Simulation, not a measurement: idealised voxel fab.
Title: Process Module voxel transistor to metal
The cross-section shown here is cut; it is 185 nm wide and divided into square cells measuring 5 nm on a side.
Format of a cross-section: grid, square cells. Given as bands. Order: top down. Band: one or more rows of cells. What a band's entry tells you: where the top is and where the bottom is, as heights in nm, and after that what lies inside, material by material from left to right, each with its width in nm. Empty space is written as the word "blank", and a single material marked with the word "everywhere" occupies the band from edge to edge. The level at which height equals 0 is the one under which the wafer, as it arrives, is entirely one material. No lower edge exists for the bottom band, which continues downward and is notated as in "from 0 down". So if you see something like "30..40" for the width, read it as the top row of the band sitting at the first number and the bottom row at the second, with every row in between moving by the same amount as the last. Key: "no change" - step with no changed cell in the cross-section. Look at "Enclosed empty spaces" for the closed voids: empty spaces with no open path to the top, sized 8 cells or up. Each is width x height at distance, distance from the left edge, all nm. The remark found on a step's line after its settings is issued by the simulator itself and pertains to that step. Among the settings permitted on a step's line is "overlay nm"; applied to a step with a mask, it specifies the extent to which the mask lay to the right of its planned position, whereas a negative figure signifies a position to the left.

-- Here's what the planned process steps look like
step 1: RECEIVE: material Si
step 2: CONFORMAL_DEP: material SiO2, thk nm 5
step 3: CONFORMAL_DEP: material SiN, thk nm 10
step 4: MASKED_ETCH: tone cover, mask id ACTIVE, width nm 120, etch materials SiN, depth nm 10, overlay nm 0
step 5: MASKED_ETCH: tone cover, mask id ACTIVE, width nm 120, etch materials SiO2, depth nm 5, overlay nm 0
step 6: MASKED_ETCH: tone cover, mask id ACTIVE, width nm 120, etch materials Si, depth nm 20, overlay nm 0
step 7: OXIDIZE: depth nm 5
step 8: FILL_DEP: material SiO2, thk nm 5
step 9: CMP: height nm 15
step 10: SELECTIVE_ETCH: etch materials SiO2, depth nm 10
step 11: STRIP: etch materials SiN
step 12: SELECTIVE_ETCH: etch materials SiO2, depth nm 5
step 13: OXIDIZE: depth nm 5
step 14: DIRECTIONAL_DEP: material polySi, thk nm 25
step 15: DIRECTIONAL_DEP: material SiCN, thk nm 10
step 16: MASKED_ETCH: tone cover, mask id GATE, width nm 30, etch materials SiCN, depth nm 20, overlay nm 0
step 17: MASKED_ETCH: tone cover, mask id GATE, width nm 30, etch materials polySi, depth nm 35, overlay nm 0
step 18: CONFORMAL_DEP: material SiO2, thk nm 5
step 19: DIRECTIONAL_ETCH: etch materials SiO2, depth nm 5
step 20: CONFORMAL_DEP: material SiN, thk nm 5
step 21: DIRECTIONAL_ETCH: etch materials SiN, depth nm 5
step 22: DIRECTIONAL_ETCH: etch materials SiO2, depth nm 5
step 23: DIRECTIONAL_ETCH: etch materials Si, depth nm 15
step 24: EPI: material SiGe, thk nm 20
step 25: FILL_DEP: material SiO2, thk nm 10
step 26: CMP: height nm 25
step 27: STRIP: etch materials polySi
step 28: SELECTIVE_ETCH: etch materials SiO2, depth nm 5
step 29: CONFORMAL_DEP: material HfO2, thk nm 5
step 30: CONFORMAL_DEP: material TiN, thk nm 5
step 31: FILL_DEP: material W, thk nm 10
step 32: CMP: height nm 20
step 33: DIRECTIONAL_DEP: material SiO2, thk nm 10
step 34: DIRECTIONAL_DEP: material aC, thk nm 10
step 35: PATTERN: tone open, mask id CONTACT, material resist, width nm 20, pitch nm 90, thk nm 25, overlay nm 0
step 36: DIRECTIONAL_ETCH: etch materials aC, depth nm 10
step 37: STRIP: etch materials resist
step 38: DIRECTIONAL_ETCH: etch materials SiO2, depth nm 30
step 39: STRIP: etch materials aC
step 40: CONFORMAL_DEP: material TiN, thk nm 5
step 41: FILL_DEP: material Ru, thk nm 5
step 42: CMP: height nm 30
step 43: CONFORMAL_DEP: material SiCN, thk nm 5
step 44: DIRECTIONAL_DEP: material lowk, thk nm 25
step 45: DIRECTIONAL_DEP: material aC, thk nm 15
step 46: PATTERN: tone open, mask id METAL_1, material resist, width nm 20, pitch nm 90, thk nm 35, overlay nm 0
step 47: DIRECTIONAL_ETCH: etch materials aC, depth nm 15
step 48: STRIP: etch materials resist
step 49: DIRECTIONAL_ETCH: etch materials lowk, depth nm 25
step 50: DIRECTIONAL_ETCH: etch materials SiCN, depth nm 5
step 51: STRIP: etch materials aC
step 52: CONFORMAL_DEP: material TiN, thk nm 5
step 53: FILL_DEP: material Ru, thk nm 5
step 54: CMP: height nm 60
step 55: CONFORMAL_DEP: material SiCN, thk nm 5

-- As received (post step 1): cross-section
	from 0 down: Si everywhere
	Enclosed empty spaces: none

-- first wafer at the end, as planned
	from 65 to 60: SiCN everywhere
	from 60 to 35: lowk=35 / TiN=5 / Ru=10 / TiN=5 / lowk=70 / TiN=5 / Ru=10 / TiN=5 / lowk=40
	from 35 to 30: SiCN=35 / TiN=20 / SiCN=70 / TiN=20 / SiCN=40
	from 30 to 20: SiO2=35 / TiN=5 / Ru=10 / TiN=5 / SiO2=70 / TiN=5 / Ru=10 / TiN=5 / SiO2=40
	from 20 to 15: SiO2=35 / TiN=20 / SiO2=10 / SiN=5 / HfO2=5 / TiN=5 / W=20 / TiN=5 / HfO2=5 / SiN=5 / SiO2=10 / TiN=20 / SiO2=40
	from 15 to 5: SiO2=35 / TiN=10 / SiGe=20 / SiN=5 / HfO2=5 / TiN=5 / W=20 / TiN=5 / HfO2=5 / SiN=5 / SiGe=20 / TiN=10 / SiO2=40
	from 5 to 0: SiO2=35 / TiN=10 / SiGe=20 / SiN=5 / HfO2=5 / TiN=30 / HfO2=5 / SiN=5 / SiGe=20 / TiN=10 / SiO2=40
	from 0 to -5: SiO2=30 / SiGe=35 / SiO2=5 / HfO2=40 / SiO2=5 / SiGe=35 / SiO2=35
	from -5 to -20: SiO2=35 / SiGe=30 / Si=50 / SiGe=30 / SiO2=40
	from -20 to -25: SiO2=35 / Si=110 / SiO2=40
	from -25 down: Si everywhere
	Enclosed empty spaces: none

-- Cross-section at end of module for the second wafer of two, which matched the first in starting point and plan and differed by one mistake in its processing
	from 65 to 60: SiCN everywhere
	from 60 to 35: lowk=35 / TiN=5 / Ru=10 / TiN=5 / lowk=70 / TiN=5 / Ru=10 / TiN=5 / lowk=40
	from 35 to 30: SiCN=35 / TiN=20 / SiCN=70 / TiN=20 / SiCN=40
	from 30 to 25: SiO2=35 / TiN=5 / Ru=10 / TiN=5 / SiO2=70 / TiN=5 / Ru=10 / TiN=5 / SiO2=40
	from 25 to 20: SiO2=35 / TiN=20 / SiO2=70 / TiN=20 / SiO2=40
	from 20 to 15: TiN=40 / HfO2=35 / TiN=5 / W=20 / TiN=5 / HfO2=35 / TiN=45
	from 15 to 10: HfO2=45 / SiGe=20 / SiN=5 / HfO2=5 / TiN=5 / W=20 / TiN=5 / HfO2=5 / SiN=5 / SiGe=20 / HfO2=50
	from 10 to 5: SiO2=45 / SiGe=20 / SiN=5 / HfO2=5 / TiN=5 / W=20 / TiN=5 / HfO2=5 / SiN=5 / SiGe=20 / SiO2=50
	from 5 to 0: SiO2=45 / SiGe=20 / SiN=5 / HfO2=5 / TiN=30 / HfO2=5 / SiN=5 / SiGe=20 / SiO2=50
	from 0 to -5: SiO2=30 / SiGe=35 / SiO2=5 / HfO2=40 / SiO2=5 / SiGe=35 / SiO2=35
	from -5 to -20: SiO2=35 / SiGe=30 / Si=50 / SiGe=30 / SiO2=40
	from -20 to -25: SiO2=35 / Si=110 / SiO2=40
	from -25 down: Si everywhere
	Enclosed empty spaces: none
Where did the run depart from the plan? off-plan run, step 26, actual operation and settings CMP: height nm 15
End check, counted in cells, second wafer has more or fewer of these materials than the first: HfO2 +31; Ru -4; SiN -2; SiO2 -26; TiN +1
